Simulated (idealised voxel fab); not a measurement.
process module | voxel self aligned vias
cross-section cut | 150 nm wide | cells 5 nm
A cross-section is a grid of square cells, given in bands from the top down. A band is one or more rows of cells.
Each band's line starts with the height of the band's top and of its bottom, in nm. Then come its materials from left to right, each with its width in nm. One material with "throughout" fills the band from edge to edge. "air" is empty space.
Height 0 is the level under which the wafer as received is all one material. The lowest band goes on downwards, as in "0 down".
A width such as "30 to 40" changes by the same amount from each row of cells to the next, from the band's top row to its bottom row.
"no change" after a step means that no cell of the cross-section changed.
closed voids: empty space of 8 cells or more with no open way to the top, each as width x height at its distance from the left edge, in nm
after a step's settings: what the simulator itself notes on the step
overlay nm, on a step with a mask: how far to the right of its planned place the mask lay; to the left if negative
plan
1 op RECEIVE | material Si
2 op CONFORMAL_DEP | material SiO2 | thk nm 15
3 op CONFORMAL_DEP | material SiCN | thk nm 5
4 op DIRECTIONAL_DEP | material SiO2 | thk nm 30
5 op PATTERN | tone open | mask id LINES | material resist | width nm 25 | pitch nm 65 | thk nm 15 | overlay nm 0
6 op DIRECTIONAL_ETCH | etch materials SiO2 | depth nm 30
7 op STRIP | etch materials resist
8 op CONFORMAL_DEP | material TiN | thk nm 5
9 op FILL_DEP | material W | thk nm 5
10 op CMP | height nm 50
11 op SELECTIVE_ETCH | etch materials W Ru TiN | depth nm 5
12 op FILL_DEP | material SiN | thk nm 10
13 op CMP | height nm 50
14 op DIRECTIONAL_DEP | material SiO2 | thk nm 15
15 op DIRECTIONAL_DEP | material aC | thk nm 10
16 op PATTERN | tone open | mask id VIAS | material resist | width nm 35 | thk nm 30 | overlay nm 0
17 op DIRECTIONAL_ETCH | etch materials aC | depth nm 10
18 op STRIP | etch materials resist
19 op DIRECTIONAL_ETCH | etch materials SiO2 | depth nm 15
20 op DIRECTIONAL_ETCH | etch materials SiN | depth nm 5
21 op STRIP | etch materials aC
22 op CONFORMAL_DEP | material TiN | thk nm 5
23 op FILL_DEP | material Cu | thk nm 5
24 op CMP | height nm 65
25 op CONFORMAL_DEP | material SiN | thk nm 5
varied across the wafers: width nm of step 16. The plan shows the first wafer's value. All wafers start alike
first wafer as received, after step 1
  0 down: Si throughout
  closed voids: none
each wafer at the end: cells of each material gained (+) or lost (-) since it was received, then its closed voids
width nm 35 | +13 Cu | +30 SiCN | +35 SiN | +279 SiO2 | +39 TiN | +24 W | closed voids: none
width nm 40 | +15 Cu | +30 SiCN | +35 SiN | +276 SiO2 | +40 TiN | +24 W | closed voids: none
width nm 45 | +17 Cu | +30 SiCN | +35 SiN | +273 SiO2 | +41 TiN | +24 W | closed voids: none
width nm 50 | +19 Cu | +30 SiCN | +35 SiN | +270 SiO2 | +42 TiN | +24 W | closed voids: none
width nm 55 | +21 Cu | +30 SiCN | +35 SiN | +267 SiO2 | +43 TiN | +24 W | closed voids: none
width nm 60 | +23 Cu | +30 SiCN | +35 SiN | +264 SiO2 | +44 TiN | +24 W | closed voids: none
